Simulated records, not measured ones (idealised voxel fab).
Process module in this document: voxel ribs on slabs
Square cells of 5 nm make up the cross-section cut, whose width is 155 nm.
Each cross-section below is a grid of square cells, stated as bands in top-down order, with one or more rows of cells making up each band.
Within each band entry, the heights of the top and of the bottom of the band appear first, in that order and in nm; the materials of the band then follow from left to right, each with its corresponding width in nm. The designation "everywhere" on a single material indicates that it fills the band from edge to edge; the designation "blank" indicates empty space.
Heights are reckoned from 0. Under this level, the received wafer is all of one material. The bottommost band is open-ended downward, for example "from 0 down".
Per-row width for "30 to 40": begins at first number (top row of band), ends at second number (bottom row), increment between rows held constant.
The designation "no change occurred", where it is given for a processing step, indicates that no cell of the cross-section was altered in the course of that step.
Closed empty spaces (no open way to the top) of 8 cells or more are what "Cavities, closed" lists, each as width x height at distance from the left edge, nm for all three.
What comes after the settings on a step's line is commentary from the simulator itself on that step.
You can add "overlay nm" to a step's line. For a step with a mask, it describes how far the mask lay to the right of its planned position, and a negative number describes a lay to the left.

**List of planned process steps**
step 1: RECEIVE with material Si
step 2: DIRECTIONAL_DEP with material SiO2, thk nm 20
step 3: DIRECTIONAL_DEP with material polySi, thk nm 25
step 4: PATTERN with tone cover, mask id RIB, material resist, width nm 25, thk nm 15, overlay nm 0
step 5: DIRECTIONAL_ETCH with etch materials polySi, depth nm 5
step 6: STRIP with etch materials resist
step 7: MASKED_ETCH with tone cover, mask id SLAB, width nm 85, etch materials polySi, depth nm 20, overlay nm 0
step 8: FILL_DEP with material SiO2, thk nm 30
step 9: CMP with height nm 65
step 10: DIRECTIONAL_DEP with material TiN, thk nm 10
step 11: DIRECTIONAL_DEP with material aC, thk nm 10
step 12: PATTERN with tone cover, mask id HEATER, material resist, width nm 35, thk nm 30, overlay nm 0
step 13: DIRECTIONAL_ETCH with etch materials aC, depth nm 10
step 14: STRIP with etch materials resist
step 15: DIRECTIONAL_ETCH with etch materials TiN, depth nm 10
step 16: STRIP with etch materials aC
step 17: CONFORMAL_DEP with material SiN, thk nm 10

**As-received state of the wafer in cross-section, equivalent to post-step 1**
	from 0 down  Si everywhere
	Cavities, closed: none

**Cross-sectional image of the first of two wafers at the end of the module, the run having proceeded as planned**
	from 85 to 75  blank: 50, then SiN: 55, then blank: 50
	from 75 to 65  SiN: 60, then TiN: 35, then SiN: 60
	from 65 to 45  SiO2 everywhere
	from 45 to 40  SiO2: 65, then polySi: 25, then SiO2: 65
	from 40 to 20  SiO2: 35, then polySi: 85, then SiO2: 35
	from 20 to 0  SiO2 everywhere
	from 0 down  Si everywhere
	Cavities, closed: none

**Wafer two, sectioned after the module: the first wafer's start, the first wafer's plan, and one mistake in how it was run**
	from 75 to 65  blank: 60, then TiN: 35, then blank: 60
	from 65 to 45  SiO2 everywhere
	from 45 to 40  SiO2: 65, then polySi: 25, then SiO2: 65
	from 40 to 20  SiO2: 35, then polySi: 85, then SiO2: 35
	from 20 to 0  SiO2 everywhere
	from 0 down  Si everywhere
	Cavities, closed: none
Here's what went sideways: yeah, step 17 of the plan got skipped, never ran
At the finish, the second wafer shows more or fewer cells for some materials than the first does: -70 SiN
